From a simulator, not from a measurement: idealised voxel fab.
Process module in this document: voxel transistor to metal
The width of the displayed cross-section, cut, is 295 nm; its cells are square, with a size of 5 nm.
We lay out every cross-section as a grid of square cells and spell it out in bands from the top down, where one band means one or more rows of cells.
Basically the band line says how high the top is and how high the bottom is, in nm, and then what's in it from left to right, every material with its width in nm. Empty space shows up as "empty", and if a single material carries "everywhere" it runs the full band edge to edge.
Heights are reckoned from 0. Under this level, the received wafer is all of one material. The bottommost band is open-ended downward, for example "z 0 and below".
You'd read "30..40" like this: the band's top row of cells is as wide as the first number, its bottom row is as wide as the second, and going down, every row changes width by the same amount as the row before did.
"all unchanged" (step): cross-section cells unchanged, all of them.
"Closed void roster" contains a list of empty spaces, each no smaller than 8 cells and without an open way to the top, written in the form width x height at distance with the distance from the left edge and all three in nm.
If you see something after the settings on a step's line, that's the simulator's own remark about that step.
On any step carrying a mask, the "overlay nm" setting, if present on the step's line, tells how far right of its planned place the mask lay; negative values point to the left.
SO HERE'S THE LINEUP OF PROCESS STEPS WE PLANNED
| 1 | RECEIVE,material Si |
| 2 | CONFORMAL_DEP,material SiO2,thk nm 5 |
| 3 | CONFORMAL_DEP,material SiN,thk nm 10 |
| 4 | MASKED_ETCH,tone cover,mask id ACTIVE,width nm 115,pitch nm 145,etch materials SiN,depth nm 10,overlay nm 0 |
| 5 | MASKED_ETCH,tone cover,mask id ACTIVE,width nm 115,pitch nm 145,etch materials SiO2,depth nm 5,overlay nm 0 |
| 6 | MASKED_ETCH,tone cover,mask id ACTIVE,width nm 115,pitch nm 145,etch materials Si,depth nm 30,overlay nm 0 |
| 7 | OXIDIZE,depth nm 5 |
| 8 | FILL_DEP,material SiO2,thk nm 5 |
| 9 | CMP,height nm 15 |
| 10 | SELECTIVE_ETCH,etch materials SiO2,depth nm 10 |
| 11 | STRIP,etch materials SiN |
| 12 | SELECTIVE_ETCH,etch materials SiO2,depth nm 5 |
| 13 | OXIDIZE,depth nm 5 |
| 14 | DIRECTIONAL_DEP,material polySi,thk nm 25 |
| 15 | DIRECTIONAL_DEP,material SiCN,thk nm 15 |
| 16 | PATTERN,tone cover,mask id GATE,material resist,width nm 35,pitch nm 145,thk nm 15,overlay nm 0 |
| 17 | DIRECTIONAL_ETCH,etch materials SiCN,depth nm 25 |
| 18 | DIRECTIONAL_ETCH,etch materials polySi,depth nm 35 |
| 19 | STRIP,etch materials resist |
| 20 | CONFORMAL_DEP,material SiO2,thk nm 5 |
| 21 | DIRECTIONAL_ETCH,etch materials SiO2,depth nm 5 |
| 22 | CONFORMAL_DEP,material SiN,thk nm 5 |
| 23 | DIRECTIONAL_ETCH,etch materials SiN,depth nm 5 |
| 24 | DIRECTIONAL_ETCH,etch materials SiO2,depth nm 5 |
| 25 | EPI,material pSi,thk nm 5 |
| 26 | FILL_DEP,material SiO2,thk nm 10 |
| 27 | CMP,height nm 25 |
| 28 | STRIP,etch materials polySi |
| 29 | SELECTIVE_ETCH,etch materials SiO2,depth nm 5 |
| 30 | CONFORMAL_DEP,material HfO2,thk nm 5 |
| 31 | CONFORMAL_DEP,material TiN,thk nm 5 |
| 32 | FILL_DEP,material W,thk nm 10 |
| 33 | CMP,height nm 20 |
| 34 | DIRECTIONAL_DEP,material SiO2,thk nm 15 |
| 35 | PATTERN,tone open,mask id CONTACT,material resist,width nm 15,thk nm 15,overlay nm 0 |
| 36 | DIRECTIONAL_ETCH,etch materials SiO2,depth nm 35 |
| 37 | STRIP,etch materials resist |
| 38 | CONFORMAL_DEP,material TiN,thk nm 5 |
| 39 | FILL_DEP,material W,thk nm 5 |
| 40 | CMP,height nm 35 |
| 41 | CONFORMAL_DEP,material SiN,thk nm 5 |
| 42 | DIRECTIONAL_DEP,material lowk,thk nm 15 |
| 43 | MASKED_ETCH,tone open,mask id METAL_1,width nm 15,etch materials lowk,depth nm 15,overlay nm 0 |
| 44 | MASKED_ETCH,tone open,mask id METAL_1,width nm 15,etch materials SiN,depth nm 5,overlay nm 0 |
| 45 | CONFORMAL_DEP,material TiN,thk nm 5 |
| 46 | FILL_DEP,material Ru,thk nm 5 |
| 47 | CMP,height nm 55 |
| 48 | EPI,material Ru,thk nm 5 |
| 49 | FILL_DEP,material SiCN,thk nm 5 |
| 50 | DIRECTIONAL_DEP,material SiO2,thk nm 35 |
| 51 | MASKED_ETCH,tone open,mask id METAL_2,width nm 15,pitch nm 145,etch materials SiO2,depth nm 20,overlay nm 0 |
| 52 | PATTERN,tone open,mask id METAL_2_HOLES,material resist,width nm 15,pitch nm 145,thk nm 15,overlay nm 0 |
| 53 | DIRECTIONAL_ETCH,etch materials SiO2,depth nm 15 |
| 54 | DIRECTIONAL_ETCH,etch materials SiCN,depth nm 5 |
| 55 | STRIP,etch materials resist |
| 56 | CONFORMAL_DEP,material TiN,thk nm 5 |
| 57 | FILL_DEP,material Cu,thk nm 10 |
| 58 | CMP,height nm 100 |
| 59 | CONFORMAL_DEP,material SiCN,thk nm 5 |
INCOMING WAFER IN CROSS-SECTION (STATE: AFTER STEP 1)
- z 0 and below = Si everywhere
- Closed void roster: none
FIRST OF TWO WAFERS AT THE END OF THE MODULE, SHOWN IN CROSS-SECTION; RUN CARRIED OUT AS PLANNED
- z 105 to 100 = SiCN everywhere
- z 100 to 65 = SiO2: 20  TiN: 5  Cu: 5  TiN: 5  SiO2: 130  TiN: 5  Cu: 5  TiN: 5  SiO2: 115
- z 65 to 60 = SiCN: 20  TiN: 15  SiCN: 130  TiN: 15  SiCN: 115
- z 60 to 55 = SiCN: 15  Ru: 25  SiCN: 65  Ru: 25  SiCN: 30  Ru: 25  SiCN: 65  Ru: 25  SiCN: 20
- z 55 to 40 = lowk: 20  TiN: 5  Ru: 5  TiN: 5  lowk: 75  TiN: 5  Ru: 5  TiN: 5  lowk: 40  TiN: 5  Ru: 5  TiN: 5  lowk: 75  TiN: 5  Ru: 5  TiN: 5  lowk: 25
- z 40 to 35 = SiN: 20  TiN: 15  SiN: 75  TiN: 15  SiN: 40  TiN: 15  SiN: 75  TiN: 15  SiN: 25
- z 35 to 20 = SiO2: 20  TiN: 5  W: 5  TiN: 5  SiO2: 75  TiN: 5  W: 5  TiN: 5  SiO2: 40  TiN: 5  W: 5  TiN: 5  SiO2: 75  TiN: 5  W: 5  TiN: 5  SiO2: 25
- z 20 to 5 = SiO2: 20  TiN: 5  W: 5  TiN: 5  SiO2: 10  SiN: 5  HfO2: 5  TiN: 5  W: 25  TiN: 5  HfO2: 5  SiN: 5  SiO2: 10  TiN: 5  W: 5  TiN: 5  SiO2: 40  TiN: 5  W: 5  TiN: 5  SiO2: 10  SiN: 5  HfO2: 5  TiN: 5  W: 25  TiN: 5  HfO2: 5  SiN: 5  SiO2: 10  TiN: 5  W: 5  TiN: 5  SiO2: 25
- z 5 to 0 = SiO2: 20  TiN: 15  SiO2: 10  SiN: 5  HfO2: 5  TiN: 35  HfO2: 5  SiN: 5  SiO2: 10  TiN: 15  SiO2: 40  TiN: 15  SiO2: 10  SiN: 5  HfO2: 5  TiN: 35  HfO2: 5  SiN: 5  SiO2: 10  TiN: 15  SiO2: 25
- z 0 to -5 = SiO2: 15  pSi: 30  SiO2: 5  HfO2: 45  SiO2: 5  pSi: 30  SiO2: 30  pSi: 30  SiO2: 5  HfO2: 45  SiO2: 5  pSi: 30  SiO2: 20
- z -5 to -35 = SiO2: 20  Si: 105  SiO2: 40  Si: 105  SiO2: 25
- z -35 and below = Si everywhere
- Closed void roster: none
NOW THE SECOND WAFER, CROSS-SECTIONED AT THE END OF THE MODULE. NOTHING DIFFERENT AT THE START, NOTHING DIFFERENT IN THE PLAN COMPARED WITH THE FIRST, JUST ONE MISTAKE WHEN IT WAS ACTUALLY RUN
- z 105 to 100 = SiCN everywhere
- z 100 to 95 = SiCN: 20  TiN: 15  SiCN: 130  TiN: 15  SiCN: 115
- z 95 to 90 = SiCN: 15  SiO2: 25  SiCN: 65  SiO2: 25  SiCN: 30  SiO2: 25  SiCN: 65  SiO2: 25  SiCN: 20
- z 90 to 60 = SiO2 everywhere
- z 60 to 55 = SiO2: 15  Ru: 25  SiO2: 65  Ru: 25  SiO2: 30  Ru: 25  SiO2: 65  Ru: 25  SiO2: 20
- z 55 to 40 = lowk: 20  TiN: 5  Ru: 5  TiN: 5  lowk: 75  TiN: 5  Ru: 5  TiN: 5  lowk: 40  TiN: 5  Ru: 5  TiN: 5  lowk: 75  TiN: 5  Ru: 5  TiN: 5  lowk: 25
- z 40 to 35 = SiN: 20  TiN: 15  SiN: 75  TiN: 15  SiN: 40  TiN: 15  SiN: 75  TiN: 15  SiN: 25
- z 35 to 20 = SiO2: 20  TiN: 5  W: 5  TiN: 5  SiO2: 75  TiN: 5  W: 5  TiN: 5  SiO2: 40  TiN: 5  W: 5  TiN: 5  SiO2: 75  TiN: 5  W: 5  TiN: 5  SiO2: 25
- z 20 to 5 = SiO2: 20  TiN: 5  W: 5  TiN: 5  SiO2: 10  SiN: 5  HfO2: 5  TiN: 5  W: 25  TiN: 5  HfO2: 5  SiN: 5  SiO2: 10  TiN: 5  W: 5  TiN: 5  SiO2: 40  TiN: 5  W: 5  TiN: 5  SiO2: 10  SiN: 5  HfO2: 5  TiN: 5  W: 25  TiN: 5  HfO2: 5  SiN: 5  SiO2: 10  TiN: 5  W: 5  TiN: 5  SiO2: 25
- z 5 to 0 = SiO2: 20  TiN: 15  SiO2: 10  SiN: 5  HfO2: 5  TiN: 35  HfO2: 5  SiN: 5  SiO2: 10  TiN: 15  SiO2: 40  TiN: 15  SiO2: 10  SiN: 5  HfO2: 5  TiN: 35  HfO2: 5  SiN: 5  SiO2: 10  TiN: 15  SiO2: 25
- z 0 to -5 = SiO2: 15  pSi: 30  SiO2: 5  HfO2: 45  SiO2: 5  pSi: 30  SiO2: 30  pSi: 30  SiO2: 5  HfO2: 45  SiO2: 5  pSi: 30  SiO2: 20
- z -5 to -35 = SiO2: 20  Si: 105  SiO2: 40  Si: 105  SiO2: 25
- z -35 and below = Si everywhere
- Closed void roster: none
Run error: sequence error: steps 49 and 50 interchanged
Wafer comparison, final, in cells, second relative to first, materials more or fewer: Cu -14 | SiO2 +42 | TiN -28
